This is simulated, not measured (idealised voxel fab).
process module | voxel ribs on slabs
cross-section cut | 275 nm wide | cells 5 nm
A cross-section is a grid of square cells, given in bands from the top down. A band is one or more rows of cells.
Each band's line starts with the height of the band's top and of its bottom, in nm. Then come its materials from left to right, each with its width in nm. One material with "throughout" fills the band from edge to edge. "air" is empty space.
Height 0 is the level under which the wafer as received is all one material. The lowest band goes on downwards, as in "0 down".
A width such as "30 to 40" changes by the same amount from each row of cells to the next, from the band's top row to its bottom row.
"no change" after a step means that no cell of the cross-section changed.
closed voids: empty space of 8 cells or more with no open way to the top, each as width x height at its distance from the left edge, in nm
after a step's settings: what the simulator itself notes on the step
overlay nm, on a step with a mask: how far to the right of its planned place the mask lay; to the left if negative
plan
1 op RECEIVE | material Si
2 op DIRECTIONAL_DEP | material SiO2 | thk nm 30
3 op DIRECTIONAL_DEP | material SiN | thk nm 20
4 op DIRECTIONAL_DEP | material aC | thk nm 15
5 op PATTERN | tone cover | mask id RIB | material resist | width nm 30 | thk nm 35 | overlay nm 0
6 op DIRECTIONAL_ETCH | etch materials aC | depth nm 15
7 op STRIP | etch materials resist
8 op DIRECTIONAL_ETCH | etch materials SiN | depth nm 5
9 op STRIP | etch materials aC
10 op DIRECTIONAL_DEP | material aC | thk nm 10
11 op PATTERN | tone cover | mask id SLAB | material resist | width nm 80 | thk nm 30 | overlay nm 0
12 op DIRECTIONAL_ETCH | etch materials aC | depth nm 10
13 op STRIP | etch materials resist
14 op DIRECTIONAL_ETCH | etch materials SiN | depth nm 15
15 op STRIP | etch materials aC
16 op FILL_DEP | material SiO2 | thk nm 25
17 op CMP | height nm 65
18 op DIRECTIONAL_DEP | material TiN | thk nm 5
19 op PATTERN | tone cover | mask id HEATER | material resist | width nm 40 | thk nm 20 | overlay nm 0
20 op DIRECTIONAL_ETCH | etch materials TiN | depth nm 5
21 op STRIP | etch materials resist
22 op CONFORMAL_DEP | material SiO2 | thk nm 10
as received, after step 1
  0 down: Si throughout
  closed voids: none
first wafer at the end, as planned
  80 to 75: air 105 | SiO2 60 | air 110
  75 to 70: SiO2 throughout
  70 to 65: SiO2 115 | TiN 40 | SiO2 120
  65 to 50: SiO2 throughout
  50 to 45: SiO2 120 | SiN 30 | SiO2 125
  45 to 30: SiO2 95 | SiN 80 | SiO2 100
  30 to 0: SiO2 throughout
  0 down: Si throughout
  closed voids: none
second wafer at the end: like start, like plan, one mistake
  80 to 75: air 105 | SiO2 60 | air 110
  75 to 70: SiO2 throughout
  70 to 65: SiO2 115 | TiN 40 | SiO2 120
  65 to 20: SiO2 throughout
  20 to 0: SiN throughout
  0 down: Si throughout
  closed voids: none
what went wrong: steps 2 and 3 were swapped
at the end the second wafer has, in cells: 166 more of SiN | 166 fewer of SiO2
